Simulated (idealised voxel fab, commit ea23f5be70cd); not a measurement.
The document below concerns the process module designated voxel gate over fins.
The cross-section on display is named cut; it measures 295 nm wide, and its cells are 5 nm squares.
Reading order for cross-sections: top band down to bottom band. Underlying form: a grid of square cells. Band size: one or more rows of cells. Band: top height; bottom height; in nm. Then, left to right: material with width in nm, for each material. "edge to edge": a single material spanning edge to edge. "blank": empty space. It should be noted that heights are counted from 0, beneath which the wafer as supplied is of one material throughout, and that the lowest band possesses no lower boundary but continues downward, as written in "z 0 and below". Quick explanation for "30..40": the width changes in equal steps down the rows of cells, from the first number in the band's top row to the second number in its bottom row. When a step is marked "stayed the same", none of the cells in the cross-section changed during that step. The label "Closed-off voids" introduces a list of the empty spaces, 8 cells or larger, that have no open way up to the top; each entry in it reads width x height at distance, where the distance is taken from the left edge and all three are stated in nm. That trailing text on a step's line, after the settings, is the simulator's own remark on the step. "overlay nm" on a masked step: distance the mask lay right of its planned place, negative for left.
### Listed below are the process steps as planned
- 1: op RECEIVE | material Si
- 2: op CONFORMAL_DEP | material SiN | thk nm 10
- 3: op PATTERN | tone cover | mask id FINS | material resist | width nm 15 | pitch nm 45 | thk nm 20 | overlay nm 0
- 4: op DIRECTIONAL_ETCH | etch materials SiN | depth nm 10
- 5: op DIRECTIONAL_ETCH | etch materials Si | depth nm 40
- 6: op STRIP | etch materials resist
- 7: op OXIDIZE | depth nm 5
- 8: op FILL_DEP | material SiO2 | thk nm 15
- 9: op CMP | height nm 10
- 10: op SELECTIVE_ETCH | etch materials SiO2 | depth nm 20
- 11: op STRIP | etch materials SiN
- 12: op CONFORMAL_DEP | material HfO2 | thk nm 5
- 13: op CONFORMAL_DEP | material TiN | thk nm 5
- 14: op FILL_DEP | material W | thk nm 10
- 15: op CMP | height nm 15
- 16: op CONFORMAL_DEP | material SiN | thk nm 10
### First of two wafers, with the run carried out as planned
### Cross-section, incoming material, after step 1
* z 0 and below: Si edge to edge
* Closed-off voids: none
### Cross-section of the wafer after step 2
* z 10 to 0: SiN edge to edge
* Rest of section, below 0: as before.
### Cross-section of the wafer after step 3
* z 30 to 10: blank=115, then resist=15, then blank=30, then resist=15, then blank=120
* Rest of section, below 10: as before.
### Cross-section of the wafer after step 4
* z 30 to 10: blank=115, then resist=15, then blank=30, then resist=15, then blank=120
* z 10 to 0: blank=115, then SiN=15, then blank=30, then SiN=15, then blank=120
* Rest of section, below 0: as before.
### Cross-section of the wafer after step 5
* z 30 to 10: blank=115, then resist=15, then blank=30, then resist=15, then blank=120
* z 10 to 0: blank=115, then SiN=15, then blank=30, then SiN=15, then blank=120
* z 0 to -40: blank=115, then Si=15, then blank=30, then Si=15, then blank=120
* Rest of section, below -40: as before.
### Cross-section of the wafer after step 6
* z 10 to 0: blank=115, then SiN=15, then blank=30, then SiN=15, then blank=120
* Rest of section, below 0: as before.
### Cross-section of the wafer after step 7
* z 10 to 0: blank=115, then SiN=15, then blank=30, then SiN=15, then blank=120
* z 0 to -40: blank=115, then SiO2=5, then Si=5, then SiO2=5, then blank=30, then SiO2=5, then Si=5, then SiO2=5, then blank=120
* z -40 to -45: SiO2=120, then Si=5, then SiO2=40, then Si=5, then SiO2=125
* Rest of section, below -45: as before.
### Cross-section of the wafer after step 8
* z 25 to 10: SiO2 edge to edge
* z 10 to 0: SiO2=115, then SiN=15, then SiO2=30, then SiN=15, then SiO2=120
* z 0 to -45: SiO2=120, then Si=5, then SiO2=40, then Si=5, then SiO2=125
* Rest of section, below -45: as before.
### Cross-section of the wafer after step 9
* z 10 to 0: SiO2=115, then SiN=15, then SiO2=30, then SiN=15, then SiO2=120
* Rest of section, below 0: as before.
### Cross-section of the wafer after step 10
* z 10 to 0: blank=115, then SiN=15, then blank=30, then SiN=15, then blank=120
* z 0 to -10: blank=120, then Si=5, then blank=40, then Si=5, then blank=125
* Rest of section, below -10: as before.
### Cross-section of the wafer after step 11
* z 0 to -10: blank=120, then Si=5, then blank=40, then Si=5, then blank=125
* Rest of section, below -10: as before.
### Cross-section of the wafer after step 12
* z 5 to 0: blank=115, then HfO2=15, then blank=30, then HfO2=15, then blank=120
* z 0 to -5: blank=115, then HfO2=5, then Si=5, then HfO2=5, then blank=30, then HfO2=5, then Si=5, then HfO2=5, then blank=120
* z -5 to -10: HfO2=120, then Si=5, then HfO2=40, then Si=5, then HfO2=125
* Rest of section, below -10: as before.
### Cross-section of the wafer after step 13
* z 10 to 5: blank=110, then TiN=25, then blank=20, then TiN=25, then blank=115
* z 5 to 0: blank=110, then TiN=5, then HfO2=15, then TiN=5, then blank=20, then TiN=5, then HfO2=15, then TiN=5, then blank=115
* z 0 to -5: TiN=115, then HfO2=5, then Si=5, then HfO2=5, then TiN=30, then HfO2=5, then Si=5, then HfO2=5, then TiN=120
* Rest of section, below -5: as before.
### Cross-section of the wafer after step 14
* z 20 to 10: W edge to edge
* z 10 to 5: W=110, then TiN=25, then W=20, then TiN=25, then W=115
* z 5 to 0: W=110, then TiN=5, then HfO2=15, then TiN=5, then W=20, then TiN=5, then HfO2=15, then TiN=5, then W=115
* Rest of section, below 0: as before.
### Cross-section of the wafer after step 15
* z 15 to 10: W edge to edge
* Rest of section, below 10: as before.
### Cross-section of the wafer after step 16
* z 25 to 15: SiN edge to edge
* Rest of section, below 15: as before.
### Second wafer - shared start and plan with the first - one error in running - same as the first up to step 15 inclusive
### The second wafer cut through, at the time step 16 was supposed to be finished
* z 25 to 15: SiO2 edge to edge
* Rest of section, below 15: as before.
Misprocessing identified: step 16 was not run as planned; what actually ran was op CONFORMAL_DEP | material SiO2 | thk nm 10
Wrapping up, a cell-based count of both wafers puts the second over or under the first for these materials: 118 fewer of SiN | 118 more of SiO2
